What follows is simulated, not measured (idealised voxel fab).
process module | voxel self aligned contacts
cross-section cut | 170 nm wide | cells 5 nm
A cross-section is a grid of square cells, given in bands from the top down. A band is one or more rows of cells.
Each band's line starts with the height of the band's top and of its bottom, in nm. Then come its materials from left to right, each with its width in nm. One material with "throughout" fills the band from edge to edge. "air" is empty space.
Height 0 is the level under which the wafer as received is all one material. The lowest band goes on downwards, as in "0 down".
A width such as "30 to 40" changes by the same amount from each row of cells to the next, from the band's top row to its bottom row.
"no change" after a step means that no cell of the cross-section changed.
closed voids: empty space of 8 cells or more with no open way to the top, each as width x height at its distance from the left edge, in nm
after a step's settings: what the simulator itself notes on the step
overlay nm, on a step with a mask: how far to the right of its planned place the mask lay; to the left if negative
plan
1 op RECEIVE | material Si
2 op CONFORMAL_DEP | material SiO2 | thk nm 5
3 op DIRECTIONAL_DEP | material polySi | thk nm 30
4 op DIRECTIONAL_DEP | material SiN | thk nm 15
5 op DIRECTIONAL_DEP | material aC | thk nm 10
6 op PATTERN | tone cover | mask id GATE | material resist | width nm 25 | pitch nm 55 | thk nm 30 | overlay nm 0
7 op DIRECTIONAL_ETCH | etch materials aC | depth nm 10
8 op STRIP | etch materials resist
9 op DIRECTIONAL_ETCH | etch materials SiN | depth nm 15
10 op DIRECTIONAL_ETCH | etch materials polySi | depth nm 30
11 op STRIP | etch materials aC
12 op CONFORMAL_DEP | material SiN | thk nm 5
13 op DIRECTIONAL_ETCH | etch materials SiN | depth nm 5
14 op FILL_DEP | material SiO2 | thk nm 20
15 op CMP | height nm 60
16 op MASKED_ETCH | tone open | mask id CONTACT | width nm 40 | pitch nm 55 | etch materials SiO2 | depth nm 60 | overlay nm 0
17 op CONFORMAL_DEP | material TiN | thk nm 5
18 op FILL_DEP | material W | thk nm 10
19 op CMP | height nm 60
20 op CONFORMAL_DEP | material SiCN | thk nm 5
first wafer, as planned
as received, after step 1
  0 down: Si throughout
  closed voids: none
after step 2
  5 to 0: SiO2 throughout
  below 0: unchanged
after step 3
  35 to 5: polySi throughout
  below 5: unchanged
after step 4
  50 to 35: SiN throughout
  below 35: unchanged
after step 5
  60 to 50: aC throughout
  below 50: unchanged
after step 6
  90 to 60: air 15 | resist 25 | air 30 | resist 25 | air 30 | resist 25 | air 20
  below 60: unchanged
after step 7
  80 to 60: air 15 | resist 25 | air 30 | resist 25 | air 30 | resist 25 | air 20
  60 to 50: air 15 | aC 25 | air 30 | aC 25 | air 30 | aC 25 | air 20
  below 50: unchanged
after step 8
  60 to 50: air 15 | aC 25 | air 30 | aC 25 | air 30 | aC 25 | air 20
  below 50: unchanged
after step 9
  60 to 50: air 15 | aC 25 | air 30 | aC 25 | air 30 | aC 25 | air 20
  50 to 35: air 15 | SiN 25 | air 30 | SiN 25 | air 30 | SiN 25 | air 20
  below 35: unchanged
after step 10
  60 to 50: air 15 | aC 25 | air 30 | aC 25 | air 30 | aC 25 | air 20
  50 to 35: air 15 | SiN 25 | air 30 | SiN 25 | air 30 | SiN 25 | air 20
  35 to 5: air 15 | polySi 25 | air 30 | polySi 25 | air 30 | polySi 25 | air 20
  below 5: unchanged
after step 11
  50 to 35: air 15 | SiN 25 | air 30 | SiN 25 | air 30 | SiN 25 | air 20
  below 35: unchanged
after step 12
  55 to 35: air 10 | SiN 35 | air 20 | SiN 35 | air 20 | SiN 35 | air 15
  35 to 10: air 10 | SiN 5 | polySi 25 | SiN 5 | air 20 | SiN 5 | polySi 25 | SiN 5 | air 20 | SiN 5 | polySi 25 | SiN 5 | air 15
  10 to 5: SiN 15 | polySi 25 | SiN 30 | polySi 25 | SiN 30 | polySi 25 | SiN 20
  below 5: unchanged
after step 13
  50 to 35: air 10 | SiN 35 | air 20 | SiN 35 | air 20 | SiN 35 | air 15
  35 to 5: air 10 | SiN 5 | polySi 25 | SiN 5 | air 20 | SiN 5 | polySi 25 | SiN 5 | air 20 | SiN 5 | polySi 25 | SiN 5 | air 15
  below 5: unchanged
after step 14
  70 to 50: SiO2 throughout
  50 to 35: SiO2 10 | SiN 35 | SiO2 20 | SiN 35 | SiO2 20 | SiN 35 | SiO2 15
  35 to 5: SiO2 10 | SiN 5 | polySi 25 | SiN 5 | SiO2 20 | SiN 5 | polySi 25 | SiN 5 | SiO2 20 | SiN 5 | polySi 25 | SiN 5 | SiO2 15
  below 5: unchanged
after step 15
  60 to 50: SiO2 throughout
  below 50: unchanged
after step 16
  60 to 50: SiO2 35 | air 40 | SiO2 15 | air 40 | SiO2 40
  50 to 35: SiO2 10 | SiN 35 | air 20 | SiN 35 | air 20 | SiN 35 | SiO2 15
  35 to 5: SiO2 10 | SiN 5 | polySi 25 | SiN 5 | air 20 | SiN 5 | polySi 25 | SiN 5 | air 20 | SiN 5 | polySi 25 | SiN 5 | SiO2 15
  5 to 0: SiO2 45 | air 20 | SiO2 35 | air 20 | SiO2 50
  below 0: unchanged
after step 17
  65 to 60: TiN 40 | air 30 | TiN 25 | air 30 | TiN 45
  60 to 50: SiO2 35 | TiN 5 to 15 | air 30 to 10 | TiN 5 to 15 | SiO2 15 | TiN 5 to 15 | air 30 to 10 | TiN 5 to 15 | SiO2 40
  50 to 35: SiO2 10 | SiN 35 | TiN 5 | air 10 | TiN 5 | SiN 35 | TiN 5 | air 10 | TiN 5 | SiN 35 | SiO2 15
  35 to 5: SiO2 10 | SiN 5 | polySi 25 | SiN 5 | TiN 5 | air 10 | TiN 5 | SiN 5 | polySi 25 | SiN 5 | TiN 5 | air 10 | TiN 5 | SiN 5 | polySi 25 | SiN 5 | SiO2 15
  5 to 0: SiO2 45 | TiN 20 | SiO2 35 | TiN 20 | SiO2 50
  below 0: unchanged
after step 18
  75 to 65: W throughout
  65 to 60: TiN 40 | W 30 | TiN 25 | W 30 | TiN 45
  60 to 50: SiO2 35 | TiN 5 to 15 | W 30 to 10 | TiN 5 to 15 | SiO2 15 | TiN 5 to 15 | W 30 to 10 | TiN 5 to 15 | SiO2 40
  50 to 35: SiO2 10 | SiN 35 | TiN 5 | W 10 | TiN 5 | SiN 35 | TiN 5 | W 10 | TiN 5 | SiN 35 | SiO2 15
  35 to 5: SiO2 10 | SiN 5 | polySi 25 | SiN 5 | TiN 5 | W 10 | TiN 5 | SiN 5 | polySi 25 | SiN 5 | TiN 5 | W 10 | TiN 5 | SiN 5 | polySi 25 | SiN 5 | SiO2 15
  below 5: unchanged
after step 19
  60 to 50: SiO2 35 | TiN 5 to 15 | W 30 to 10 | TiN 5 to 15 | SiO2 15 | TiN 5 to 15 | W 30 to 10 | TiN 5 to 15 | SiO2 40
  below 50: unchanged
after step 20
  65 to 60: SiCN throughout
  below 60: unchanged
second wafer: like start, like plan, one mistake. Through step 11 it matches the first wafer
when step 12 should have ended
  55 to 50: air 10 | polySi 35 | air 20 | polySi 35 | air 20 | polySi 35 | air 15
  50 to 35: air 10 | polySi 5 | SiN 25 | polySi 5 | air 20 | polySi 5 | SiN 25 | polySi 5 | air 20 | polySi 5 | SiN 25 | polySi 5 | air 15
  35 to 10: air 10 | polySi 35 | air 20 | polySi 35 | air 20 | polySi 35 | air 15
  10 to 5: polySi throughout
  below 5: unchanged
when step 13 should have ended: no change
when step 14 should have ended
  75 to 55: SiO2 throughout
  55 to 50: SiO2 10 | polySi 35 | SiO2 20 | polySi 35 | SiO2 20 | polySi 35 | SiO2 15
  50 to 35: SiO2 10 | polySi 5 | SiN 25 | polySi 5 | SiO2 20 | polySi 5 | SiN 25 | polySi 5 | SiO2 20 | polySi 5 | SiN 25 | polySi 5 | SiO2 15
  35 to 10: SiO2 10 | polySi 35 | SiO2 20 | polySi 35 | SiO2 20 | polySi 35 | SiO2 15
  below 10: unchanged
when step 15 should have ended
  60 to 55: SiO2 throughout
  below 55: unchanged
when step 16 should have ended
  60 to 55: SiO2 35 | air 40 | SiO2 15 | air 40 | SiO2 40
  55 to 50: SiO2 10 | polySi 35 | air 20 | polySi 35 | air 20 | polySi 35 | SiO2 15
  50 to 35: SiO2 10 | polySi 5 | SiN 25 | polySi 5 | air 20 | polySi 5 | SiN 25 | polySi 5 | air 20 | polySi 5 | SiN 25 | polySi 5 | SiO2 15
  35 to 10: SiO2 10 | polySi 35 | air 20 | polySi 35 | air 20 | polySi 35 | SiO2 15
  below 10: unchanged
when step 17 should have ended
  65 to 60: TiN 40 | air 30 | TiN 25 | air 30 | TiN 45
  60 to 55: SiO2 35 | TiN 15 | air 10 | TiN 15 | SiO2 15 | TiN 15 | air 10 | TiN 15 | SiO2 40
  55 to 50: SiO2 10 | polySi 35 | TiN 5 | air 10 | TiN 5 | polySi 35 | TiN 5 | air 10 | TiN 5 | polySi 35 | SiO2 15
  50 to 35: SiO2 10 | polySi 5 | SiN 25 | polySi 5 | TiN 5 | air 10 | TiN 5 | polySi 5 | SiN 25 | polySi 5 | TiN 5 | air 10 | TiN 5 | polySi 5 | SiN 25 | polySi 5 | SiO2 15
  35 to 15: SiO2 10 | polySi 35 | TiN 5 | air 10 | TiN 5 | polySi 35 | TiN 5 | air 10 | TiN 5 | polySi 35 | SiO2 15
  15 to 10: SiO2 10 | polySi 35 | TiN 20 | polySi 35 | TiN 20 | polySi 35 | SiO2 15
  below 10: unchanged
when step 18 should have ended
  75 to 65: W throughout
  65 to 60: TiN 40 | W 30 | TiN 25 | W 30 | TiN 45
  60 to 55: SiO2 35 | TiN 15 | W 10 | TiN 15 | SiO2 15 | TiN 15 | W 10 | TiN 15 | SiO2 40
  55 to 50: SiO2 10 | polySi 35 | TiN 5 | W 10 | TiN 5 | polySi 35 | TiN 5 | W 10 | TiN 5 | polySi 35 | SiO2 15
  50 to 35: SiO2 10 | polySi 5 | SiN 25 | polySi 5 | TiN 5 | W 10 | TiN 5 | polySi 5 | SiN 25 | polySi 5 | TiN 5 | W 10 | TiN 5 | polySi 5 | SiN 25 | polySi 5 | SiO2 15
  35 to 15: SiO2 10 | polySi 35 | TiN 5 | W 10 | TiN 5 | polySi 35 | TiN 5 | W 10 | TiN 5 | polySi 35 | SiO2 15
  below 15: unchanged
when step 19 should have ended
  60 to 55: SiO2 35 | TiN 15 | W 10 | TiN 15 | SiO2 15 | TiN 15 | W 10 | TiN 15 | SiO2 40
  below 55: unchanged
when step 20 should have ended
  65 to 60: SiCN throughout
  below 60: unchanged
what went wrong: step 12 ran as: op CONFORMAL_DEP | material polySi | thk nm 5
at the end the second wafer has, in cells: 54 fewer of SiN | 10 fewer of SiO2 | 8 fewer of TiN | 16 fewer of W | 88 more of polySi
